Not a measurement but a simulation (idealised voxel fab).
Herein follows the process module entitled voxel gate over fins.
240 nm wide, 5 nm square cells: that's cross-section cut.
When this document writes out a cross-section, it uses a grid of square cells and lists it as bands, beginning at the top and moving down, with a band standing for one or more rows of cells. Look at the band entry: it leads with the top's height and the bottom's height in nm. Then it lists the materials left to right, with a width in nm for each. The word "throughout" on a single material says that material fills the band edge to edge. The word "empty" is empty space. Note: height 0 marks the level under which the wafer is uniformly one material as received. Lowest band unbounded below, written "z 0 and below". Quick explanation for "30 to 40": the width changes in equal steps down the rows of cells, from the first number in the band's top row to the second number in its bottom row. For the purposes of this document, the phrase "all unchanged" attached to a step denotes that no cell within the cross-section was modified by that step. "Sealed-off cavities" lists enclosed empty spaces (at least 8 cells, no open path upward to the top), each as width x height at distance from the left edge, in nm. It should be noted that, on the line of a given step, the content following the step's settings is a remark produced by the simulator itself with respect to that step. What "overlay nm" on a step's line means: if the step has a mask, that mask lay this far to the right of its planned place, or, when the value is negative, to the left.
## Planned process steps
1: op RECEIVE | material Si
2: op CONFORMAL_DEP | material SiN | thk nm 10
3: op PATTERN | tone cover | mask id FINS | material resist | width nm 15 | pitch nm 35 | thk nm 15 | overlay nm 0
4: op DIRECTIONAL_ETCH | etch materials SiN | depth nm 10
5: op DIRECTIONAL_ETCH | etch materials Si | depth nm 40
6: op STRIP | etch materials resist
7: op FILL_DEP | material SiO2 | thk nm 10
8: op CMP | height nm 0
9: op SELECTIVE_ETCH | etch materials SiO2 | depth nm 20
10: op STRIP | etch materials SiN
11: op CONFORMAL_DEP | material HfO2 | thk nm 5
12: op CONFORMAL_DEP | material TiN | thk nm 5
13: op CONFORMAL_DEP | material TiAl | thk nm 5
14: op CONFORMAL_DEP | material TiN | thk nm 5
15: op FILL_DEP | material W | thk nm 10
16: op CMP | height nm 25
17: op CONFORMAL_DEP | material SiCN | thk nm 10
The plan's step 8 height nm is the first wafer's value; the wafers differ in this setting and start identical.
## Step 1 complete: as-received cross-section of the first of several wafers
* z 0 and below = Si throughout
* Sealed-off cavities: none
## Here's the first of several wafers in cross-section, end of the module, after the last step, step 17
* z 35 to 25 = SiCN throughout
* z 25 to 20 = W throughout
* z 20 to 15 = W: 55  TiN: 125  W: 60
* z 15 to 10 = W: 55  TiN: 5  TiAl: 115  TiN: 5  W: 60
* z 10 to 5 = W: 55  TiN: 5  TiAl: 5  TiN: 105  TiAl: 5  TiN: 5  W: 60
* z 5 to 0 = W: 55  TiN: 5  TiAl: 5  TiN: 5  HfO2: 25  TiN: 10  HfO2: 25  TiN: 10  HfO2: 25  TiN: 5  TiAl: 5  TiN: 5  W: 60
* z 0 to -5 = TiN: 60  TiAl: 5  TiN: 5  HfO2: 5  Si: 15  HfO2: 5  TiN: 10  HfO2: 5  Si: 15  HfO2: 5  TiN: 10  HfO2: 5  Si: 15  HfO2: 5  TiN: 5  TiAl: 5  TiN: 65
* z -5 to -10 = TiAl: 65  TiN: 5  HfO2: 5  Si: 15  HfO2: 5  TiN: 10  HfO2: 5  Si: 15  HfO2: 5  TiN: 10  HfO2: 5  Si: 15  HfO2: 5  TiN: 5  TiAl: 70
* z -10 to -15 = TiN: 70  HfO2: 5  Si: 15  HfO2: 5  TiN: 10  HfO2: 5  Si: 15  HfO2: 5  TiN: 10  HfO2: 5  Si: 15  HfO2: 5  TiN: 75
* z -15 to -20 = HfO2: 75  Si: 15  HfO2: 20  Si: 15  HfO2: 20  Si: 15  HfO2: 80
* z -20 to -40 = SiO2: 75  Si: 15  SiO2: 20  Si: 15  SiO2: 20  Si: 15  SiO2: 80
* z -40 and below = Si throughout
* Sealed-off cavities: none
## Cross-sectional depiction of the last of several wafers upon completion of the module
* z 35 to 25 = SiCN throughout
* z 25 to 20 = W throughout
* z 20 to 15 = TiN throughout
* z 15 to 10 = TiAl throughout
* z 10 to 5 = TiN throughout
* z 5 to 0 = HfO2 throughout
* z 0 to -40 = SiO2: 75  Si: 15  SiO2: 20  Si: 15  SiO2: 20  Si: 15  SiO2: 80
* z -40 and below = Si throughout
* Sealed-off cavities: none
## What follows is a table in which each wafer occupies a row; for the wafer as it stands at the close of the module, the row states, material by material, how many cells have been gained (+) or lost (-) since receipt, and then gives its closed voids
height nm 0 | +72 HfO2 | -312 Si | +96 SiCN | +156 SiO2 | +56 TiAl | +128 TiN | +140 W | Sealed-off cavities: none
height nm 5 | +66 HfO2 | -312 Si | +96 SiCN | +195 SiO2 | +54 TiAl | +120 TiN | +117 W | Sealed-off cavities: none
height nm 10 | +60 HfO2 | -312 Si | +96 SiCN | +234 SiO2 | +52 TiAl | +112 TiN | +94 W | Sealed-off cavities: none
height nm 15 | +54 HfO2 | -312 Si | +96 SiCN | +273 SiO2 | +50 TiAl | +104 TiN | +71 W | Sealed-off cavities: none
height nm 20 | +48 HfO2 | -312 Si | +96 SiCN | +312 SiO2 | +48 TiAl | +96 TiN | +48 W | Sealed-off cavities: none
